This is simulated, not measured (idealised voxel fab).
This is a process module. Its name is voxel self aligned contacts.
Square cell edge 5 nm, section width 205 nm, ID cut.
We lay out every cross-section as a grid of square cells and spell it out in bands from the top down, where one band means one or more rows of cells.
Band entry format. Leading values: height of top, height of bottom, nm. Remainder: materials in left-to-right order, each with its width in nm. Special words: "all across" on a single material, which then fills the band edge to edge; "empty", empty space.
The reference from which all heights are counted is 0, the level beneath which the as-received wafer is entirely one material; the lowest band, having no lower bound, proceeds downward and is written after the example "z 0 and below".
So if you see something like "30..40" for the width, read it as the top row of the band sitting at the first number and the bottom row at the second, with every row in between moving by the same amount as the last.
"everything unchanged" for a step: no cell of the cross-section changed in that step.
Any empty space of 8 cells or more lacking an open way to the top shows up in "Unvented internal voids" as width x height at distance, distance from the left edge, in nm.
Anything after a step's settings on that line? It's the simulator's own note about the step.
What "overlay nm" on a step's line means: if the step has a mask, that mask lay this far to the right of its planned place, or, when the value is negative, to the left.

# Process steps (planned)
1: RECEIVE,material Si
2: CONFORMAL_DEP,material SiO2,thk nm 5
3: DIRECTIONAL_DEP,material polySi,thk nm 20
4: DIRECTIONAL_DEP,material SiN,thk nm 20
5: MASKED_ETCH,tone cover,mask id GATE,width nm 35,pitch nm 70,etch materials SiN,depth nm 20,overlay nm 0
6: MASKED_ETCH,tone cover,mask id GATE,width nm 35,pitch nm 70,etch materials polySi,depth nm 20,overlay nm 0
7: CONFORMAL_DEP,material SiN,thk nm 10
8: DIRECTIONAL_ETCH,etch materials SiN,depth nm 10
9: FILL_DEP,material SiO2,thk nm 10
10: CMP,height nm 50
11: PATTERN,tone open,mask id CONTACT,material resist,width nm 45,pitch nm 70,thk nm 20,overlay nm 0
12: DIRECTIONAL_ETCH,etch materials SiO2,depth nm 50
13: STRIP,etch materials resist
14: CONFORMAL_DEP,material TiN,thk nm 5
15: FILL_DEP,material Ru,thk nm 10
16: CMP,height nm 50
17: CONFORMAL_DEP,material SiCN,thk nm 5

# First of two wafers - as planned

# Received-state cross-section, reflecting completion of step 1
    z 0 and below: Si all across
    Unvented internal voids: none

# So this is the wafer cross-section right after step 2
    z 5 to 0: SiO2 all across
    Anything lower than 0 is untouched.

# So this is the wafer cross-section right after step 3
    z 25 to 5: polySi all across
    Anything lower than 5 is untouched.

# So this is the wafer cross-section right after step 4
    z 45 to 25: SiN all across
    Anything lower than 25 is untouched.

# So this is the wafer cross-section right after step 5
    z 45 to 25: empty=15 | SiN=35 | empty=35 | SiN=35 | empty=35 | SiN=35 | empty=15
    Anything lower than 25 is untouched.

# So this is the wafer cross-section right after step 6
    z 45 to 25: empty=15 | SiN=35 | empty=35 | SiN=35 | empty=35 | SiN=35 | empty=15
    z 25 to 5: empty=15 | polySi=35 | empty=35 | polySi=35 | empty=35 | polySi=35 | empty=15
    Anything lower than 5 is untouched.

# So this is the wafer cross-section right after step 7
    z 55 to 25: empty=5 | SiN=55 | empty=15 | SiN=55 | empty=15 | SiN=55 | empty=5
    z 25 to 15: empty=5 | SiN=10 | polySi=35 | SiN=10 | empty=15 | SiN=10 | polySi=35 | SiN=10 | empty=15 | SiN=10 | polySi=35 | SiN=10 | empty=5
    z 15 to 5: SiN=15 | polySi=35 | SiN=35 | polySi=35 | SiN=35 | polySi=35 | SiN=15
    Anything lower than 5 is untouched.

# So this is the wafer cross-section right after step 8
    z 45 to 25: empty=5 | SiN=55 | empty=15 | SiN=55 | empty=15 | SiN=55 | empty=5
    z 25 to 5: empty=5 | SiN=10 | polySi=35 | SiN=10 | empty=15 | SiN=10 | polySi=35 | SiN=10 | empty=15 | SiN=10 | polySi=35 | SiN=10 | empty=5
    Anything lower than 5 is untouched.

# So this is the wafer cross-section right after step 9
    z 55 to 45: SiO2 all across
    z 45 to 25: SiO2=5 | SiN=55 | SiO2=15 | SiN=55 | SiO2=15 | SiN=55 | SiO2=5
    z 25 to 5: SiO2=5 | SiN=10 | polySi=35 | SiN=10 | SiO2=15 | SiN=10 | polySi=35 | SiN=10 | SiO2=15 | SiN=10 | polySi=35 | SiN=10 | SiO2=5
    Anything lower than 5 is untouched.

# So this is the wafer cross-section right after step 10
    z 50 to 45: SiO2 all across
    Anything lower than 45 is untouched.

# So this is the wafer cross-section right after step 11
    z 70 to 50: resist=45 | empty=45 | resist=25 | empty=45 | resist=45
    Anything lower than 50 is untouched.

# So this is the wafer cross-section right after step 12
    z 70 to 50: resist=45 | empty=45 | resist=25 | empty=45 | resist=45
    z 50 to 45: SiO2=45 | empty=45 | SiO2=25 | empty=45 | SiO2=45
    z 45 to 25: SiO2=5 | SiN=55 | empty=15 | SiN=55 | empty=15 | SiN=55 | SiO2=5
    z 25 to 5: SiO2=5 | SiN=10 | polySi=35 | SiN=10 | empty=15 | SiN=10 | polySi=35 | SiN=10 | empty=15 | SiN=10 | polySi=35 | SiN=10 | SiO2=5
    z 5 to 0: SiO2=60 | empty=15 | SiO2=55 | empty=15 | SiO2=60
    Anything lower than 0 is untouched.

# So this is the wafer cross-section right after step 13
    z 50 to 45: SiO2=45 | empty=45 | SiO2=25 | empty=45 | SiO2=45
    Anything lower than 45 is untouched.

# So this is the wafer cross-section right after step 14
    z 55 to 50: TiN=50 | empty=35 | TiN=35 | empty=35 | TiN=50
    z 50 to 45: SiO2=45 | TiN=20 | empty=5 | TiN=20 | SiO2=25 | TiN=20 | empty=5 | TiN=20 | SiO2=45
    z 45 to 25: SiO2=5 | SiN=55 | TiN=5 | empty=5 | TiN=5 | SiN=55 | TiN=5 | empty=5 | TiN=5 | SiN=55 | SiO2=5
    z 25 to 5: SiO2=5 | SiN=10 | polySi=35 | SiN=10 | TiN=5 | empty=5 | TiN=5 | SiN=10 | polySi=35 | SiN=10 | TiN=5 | empty=5 | TiN=5 | SiN=10 | polySi=35 | SiN=10 | SiO2=5
    z 5 to 0: SiO2=60 | TiN=15 | SiO2=55 | TiN=15 | SiO2=60
    Anything lower than 0 is untouched.

# So this is the wafer cross-section right after step 15
    z 65 to 55: Ru all across
    z 55 to 50: TiN=50 | Ru=35 | TiN=35 | Ru=35 | TiN=50
    z 50 to 45: SiO2=45 | TiN=20 | Ru=5 | TiN=20 | SiO2=25 | TiN=20 | Ru=5 | TiN=20 | SiO2=45
    z 45 to 25: SiO2=5 | SiN=55 | TiN=5 | Ru=5 | TiN=5 | SiN=55 | TiN=5 | Ru=5 | TiN=5 | SiN=55 | SiO2=5
    z 25 to 5: SiO2=5 | SiN=10 | polySi=35 | SiN=10 | TiN=5 | Ru=5 | TiN=5 | SiN=10 | polySi=35 | SiN=10 | TiN=5 | Ru=5 | TiN=5 | SiN=10 | polySi=35 | SiN=10 | SiO2=5
    Anything lower than 5 is untouched.

# So this is the wafer cross-section right after step 16
    z 50 to 45: SiO2=45 | TiN=20 | Ru=5 | TiN=20 | SiO2=25 | TiN=20 | Ru=5 | TiN=20 | SiO2=45
    Anything lower than 45 is untouched.

# So this is the wafer cross-section right after step 17
    z 55 to 50: SiCN all across
    Anything lower than 50 is untouched.

# Second wafer, same starting state and plan as the first, one mistake in the run, identical through step 6

# Second wafer: cross-section at the scheduled end of step 7
    z 35 to 25: empty=15 | SiN=35 | empty=35 | SiN=35 | empty=35 | SiN=35 | empty=15
    Anything lower than 25 is untouched.

# Second wafer: cross-section at the scheduled end of step 8
    z 45 to 25: empty=5 | SiN=55 | empty=15 | SiN=55 | empty=15 | SiN=55 | empty=5
    z 25 to 15: empty=5 | SiN=10 | polySi=35 | SiN=10 | empty=15 | SiN=10 | polySi=35 | SiN=10 | empty=15 | SiN=10 | polySi=35 | SiN=10 | empty=5
    z 15 to 5: SiN=15 | polySi=35 | SiN=35 | polySi=35 | SiN=35 | polySi=35 | SiN=15
    Anything lower than 5 is untouched.

# Second wafer: cross-section at the scheduled end of step 9
    z 55 to 45: SiO2 all across
    z 45 to 25: SiO2=5 | SiN=55 | SiO2=15 | SiN=55 | SiO2=15 | SiN=55 | SiO2=5
    z 25 to 15: SiO2=5 | SiN=10 | polySi=35 | SiN=10 | SiO2=15 | SiN=10 | polySi=35 | SiN=10 | SiO2=15 | SiN=10 | polySi=35 | SiN=10 | SiO2=5
    Anything lower than 15 is untouched.

# Second wafer: cross-section at the scheduled end of step 10
    z 50 to 45: SiO2 all across
    Anything lower than 45 is untouched.

# Second wafer: cross-section at the scheduled end of step 11
    z 70 to 50: resist=45 | empty=45 | resist=25 | empty=45 | resist=45
    Anything lower than 50 is untouched.

# Second wafer: cross-section at the scheduled end of step 12
    z 70 to 50: resist=45 | empty=45 | resist=25 | empty=45 | resist=45
    z 50 to 45: SiO2=45 | empty=45 | SiO2=25 | empty=45 | SiO2=45
    z 45 to 25: SiO2=5 | SiN=55 | empty=15 | SiN=55 | empty=15 | SiN=55 | SiO2=5
    z 25 to 15: SiO2=5 | SiN=10 | polySi=35 | SiN=10 | empty=15 | SiN=10 | polySi=35 | SiN=10 | empty=15 | SiN=10 | polySi=35 | SiN=10 | SiO2=5
    Anything lower than 15 is untouched.

# Second wafer: cross-section at the scheduled end of step 13
    z 50 to 45: SiO2=45 | empty=45 | SiO2=25 | empty=45 | SiO2=45
    Anything lower than 45 is untouched.

# Second wafer: cross-section at the scheduled end of step 14
    z 55 to 50: TiN=50 | empty=35 | TiN=35 | empty=35 | TiN=50
    z 50 to 45: SiO2=45 | TiN=20 | empty=5 | TiN=20 | SiO2=25 | TiN=20 | empty=5 | TiN=20 | SiO2=45
    z 45 to 25: SiO2=5 | SiN=55 | TiN=5 | empty=5 | TiN=5 | SiN=55 | TiN=5 | empty=5 | TiN=5 | SiN=55 | SiO2=5
    z 25 to 20: SiO2=5 | SiN=10 | polySi=35 | SiN=10 | TiN=5 | empty=5 | TiN=5 | SiN=10 | polySi=35 | SiN=10 | TiN=5 | empty=5 | TiN=5 | SiN=10 | polySi=35 | SiN=10 | SiO2=5
    z 20 to 15: SiO2=5 | SiN=10 | polySi=35 | SiN=10 | TiN=15 | SiN=10 | polySi=35 | SiN=10 | TiN=15 | SiN=10 | polySi=35 | SiN=10 | SiO2=5
    Anything lower than 15 is untouched.

# Second wafer: cross-section at the scheduled end of step 15
    z 65 to 55: Ru all across
    z 55 to 50: TiN=50 | Ru=35 | TiN=35 | Ru=35 | TiN=50
    z 50 to 45: SiO2=45 | TiN=20 | Ru=5 | TiN=20 | SiO2=25 | TiN=20 | Ru=5 | TiN=20 | SiO2=45
    z 45 to 25: SiO2=5 | SiN=55 | TiN=5 | Ru=5 | TiN=5 | SiN=55 | TiN=5 | Ru=5 | TiN=5 | SiN=55 | SiO2=5
    z 25 to 20: SiO2=5 | SiN=10 | polySi=35 | SiN=10 | TiN=5 | Ru=5 | TiN=5 | SiN=10 | polySi=35 | SiN=10 | TiN=5 | Ru=5 | TiN=5 | SiN=10 | polySi=35 | SiN=10 | SiO2=5
    Anything lower than 20 is untouched.

# Second wafer: cross-section at the scheduled end of step 16
    z 50 to 45: SiO2=45 | TiN=20 | Ru=5 | TiN=20 | SiO2=25 | TiN=20 | Ru=5 | TiN=20 | SiO2=45
    Anything lower than 45 is untouched.

# Second wafer: cross-section at the scheduled end of step 17
    z 55 to 50: SiCN all across
    Anything lower than 50 is untouched.
Against the plan, the run slipped here: steps 7 and 8 of the plan were each performed in the slot designated for the other
Final tally in cells, some materials are higher or lower on the second wafer than on the first: Ru: 6 fewer | SiN: 16 more | SiO2: 2 more | TiN: 12 fewer
